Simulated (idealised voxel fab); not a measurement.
Proc. module: voxel released beams
Square cell edge 5 nm, section width 205 nm, ID cut.
Reading order for cross-sections: top band down to bottom band. Underlying form: a grid of square cells. Band size: one or more rows of cells.
Read a band's entry like this: the first values are the height of its top and the height of its bottom in nm, and what follows is the sequence of materials from left to right, each with its width in nm. Note that "empty" is empty space, and that a single material marked "throughout" reaches across the band from edge to edge.
Height datum 0, below which the as-received substrate wafer is one material. Lowest band open at the bottom, running downward: "top 0, no bottom".
You'd read "30->40" like this: the band's top row of cells is as wide as the first number, its bottom row is as wide as the second, and going down, every row changes width by the same amount as the row before did.
It should be understood that the words "remains unaltered", when stated for a given step, signify that the cross-section underwent no change in any of its cells during that step.
Enclosed voids (no open way to top), threshold 8 cells or more, entry "Completely enclosed voids", notation width x height at distance, distance from left edge, nm.
If you see something after the settings on a step's line, that's the simulator's own remark about that step.
You can add "overlay nm" to a step's line. For a step with a mask, it describes how far the mask lay to the right of its planned position, and a negative number describes a lay to the left.
These are the steps we planned for the process:
1) RECEIVE,material Si
2) CONFORMAL_DEP,material Al2O3,thk nm 10
3) DIRECTIONAL_DEP,material SiO2,thk nm 10
4) DIRECTIONAL_DEP,material aC,thk nm 10
5) PATTERN,tone open,mask id ANCHOR,material resist,width nm 35,thk nm 25,overlay nm 0
6) DIRECTIONAL_ETCH,etch materials aC,depth nm 10
7) STRIP,etch materials resist
8) DIRECTIONAL_ETCH,etch materials SiO2,depth nm 10
9) STRIP,etch materials aC
10) CONFORMAL_DEP,material polySi,thk nm 15
11) MASKED_ETCH,tone cover,mask id BEAM,width nm 85,etch materials polySi,depth nm 15,overlay nm 0
12) STRIP,etch materials SiO2
Cross-section: wafer on arrival = after step 1:
- top 0, no bottom | Si throughout
- Completely enclosed voids: none
The following cross-section depicts the wafer upon conclusion of the module. Processing commenced from the starting condition illustrated above and adhered to the plan illustrated above, save for one mistake in execution:
- top 25, bottom 15 | 55 nm empty  20 nm polySi  5 nm empty  60 nm polySi  65 nm empty
- top 15, bottom 10 | 55 nm empty  85 nm polySi  65 nm empty
- top 10, bottom 0 | 60 nm empty  35 nm polySi  110 nm empty
- top 0, no bottom | Si throughout
- Completely enclosed voids: none
Heads up, the wafer didn't run the way we planned it: the run left out plan step 2 entirely, so it was never executed
